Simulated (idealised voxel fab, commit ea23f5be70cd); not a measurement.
process module | voxel wiring stack
cross-section cut | 260 nm wide | cells 5 nm
A cross-section is a grid of square cells, given in bands from the top down. A band is one or more rows of cells.
Each band's line starts with the height of the band's top and of its bottom, in nm. Then come its materials from left to right, each with its width in nm. One material with "throughout" fills the band from edge to edge. "air" is empty space.
Height 0 is the level under which the wafer as received is all one material. The lowest band goes on downwards, as in "0 down".
A width such as "30 to 40" changes by the same amount from each row of cells to the next, from the band's top row to its bottom row.
"no change" after a step means that no cell of the cross-section changed.
closed voids: empty space of 8 cells or more with no open way to the top, each as width x height at its distance from the left edge, in nm
after a step's settings: what the simulator itself notes on the step
overlay nm, on a step with a mask: how far to the right of its planned place the mask lay; to the left if negative
Each pair below shows a cross-section before one step and the cross-section after it, down to the lowest band that changed. The line under each pair gives the step between them, with its settings. The pairs can come from different runs of this module on the same starting wafer, so a pair continues from the pair above only where its "before" says so.
before
  135 to 120: lowk 70 | air 30 | lowk 15 | air 30 | lowk 15 | air 30 | lowk 70
  120 to 110: lowk 70 | air 15 | lowk 30 | air 15 | lowk 30 | air 15 | lowk 85
  110 to 105: SiCN 70 | air 15 | SiCN 30 | air 15 | SiCN 30 | air 15 | SiCN 85
  105 to 100: Ru throughout
  100 to 85: Ru 60 | TiN 5 | SiO2 5 | TiN 5 | Ru 75 | TiN 5 | SiO2 5 | TiN 5 | Ru 95
  85 to 80: TiN 65 | SiO2 5 | TiN 5 | Ru 20 | TiN 25 | Ru 20 | TiN 15 | SiO2 5 | TiN 5 | Ru 20 | TiN 75
  80 to 75: SiO2 70 | TiN 5 | Ru 20 | TiN 5 | SiO2 15 | TiN 5 | Ru 20 | TiN 5 | SiO2 15 | TiN 5 | Ru 20 | TiN 5 | SiO2 70
  75 to 70: SiO2 65 | SiN 5 | TiN 30 | SiO2 15 | TiN 5 | Ru 20 | TiN 5 | SiO2 10 | SiN 5 | TiN 30 | SiO2 70
  70 to 55: SiO2 65 | SiN 5 | lowk 15 | SiN 5 | TiN 10 | SiO2 15 | TiN 5 | Ru 20 | TiN 5 | SiO2 10 | SiN 5 | lowk 15 | SiN 5 | TiN 10 | SiO2 70
  55 to 50: SiN 70 | lowk 15 | SiN 5 | TiN 10 | SiN 15 | TiN 30 | SiN 15 | lowk 15 | SiN 5 | TiN 10 | SiN 70
  50 to 45: SiCN throughout
  45 to 20: SiO2 65 | SiCN 5 | Ru 30 | SiCN 5 | SiO2 5 | SiCN 5 | Ru 30 | SiCN 5 | SiO2 5 | SiCN 5 | Ru 30 | SiCN 5 | SiO2 65
  20 to 15: SiCN 70 | TiN 30 | SiCN 15 | TiN 30 | SiCN 15 | TiN 30 | SiCN 70
  15 to 0: SiO2 throughout
  0 down: Si throughout
  closed voids: none
after
  140 to 135: TiN 75 | air 20 | TiN 25 | air 20 | TiN 25 | air 20 | TiN 75
  135 to 125: lowk 70 | TiN 5 | air 20 | TiN 5 | lowk 15 | TiN 5 | air 20 | TiN 5 | lowk 15 | TiN 5 | air 20 | TiN 5 | lowk 70
  125 to 120: lowk 70 | TiN 5 | air 5 | TiN 20 | lowk 15 | TiN 5 | air 5 | TiN 20 | lowk 15 | TiN 5 | air 5 | TiN 20 | lowk 70
  120 to 110: lowk 70 | TiN 5 | air 5 | TiN 5 | lowk 30 | TiN 5 | air 5 | TiN 5 | lowk 30 | TiN 5 | air 5 | TiN 5 | lowk 85
  110 to 105: SiCN 70 | TiN 15 | SiCN 30 | TiN 15 | SiCN 30 | TiN 15 | SiCN 85
  below 105: unchanged
  closed voids: none
the step between: op CONFORMAL_DEP | material TiN | thk nm 5
before: the cross-section after the pair above
after
  145 to 140: Cu throughout
  140 to 135: TiN 75 | Cu 20 | TiN 25 | Cu 20 | TiN 25 | Cu 20 | TiN 75
  135 to 125: lowk 70 | TiN 5 | Cu 20 | TiN 5 | lowk 15 | TiN 5 | Cu 20 | TiN 5 | lowk 15 | TiN 5 | Cu 20 | TiN 5 | lowk 70
  125 to 120: lowk 70 | TiN 5 | Cu 5 | TiN 20 | lowk 15 | TiN 5 | Cu 5 | TiN 20 | lowk 15 | TiN 5 | Cu 5 | TiN 20 | lowk 70
  120 to 110: lowk 70 | TiN 5 | Cu 5 | TiN 5 | lowk 30 | TiN 5 | Cu 5 | TiN 5 | lowk 30 | TiN 5 | Cu 5 | TiN 5 | lowk 85
  below 110: unchanged
  closed voids: none
the step between: op FILL_DEP | material Cu | thk nm 5
before: the cross-section after the pair above
after
  135 to 125: lowk 70 | TiN 5 | Cu 20 | TiN 5 | lowk 15 | TiN 5 | Cu 20 | TiN 5 | lowk 15 | TiN 5 | Cu 20 | TiN 5 | lowk 70
  below 125: unchanged
  closed voids: none
the step between: op CMP | height nm 135
before: the cross-section after the pair above
after
  140 to 135: SiN throughout
  below 135: unchanged
  closed voids: none
the step between: op CONFORMAL_DEP | material SiN | thk nm 5
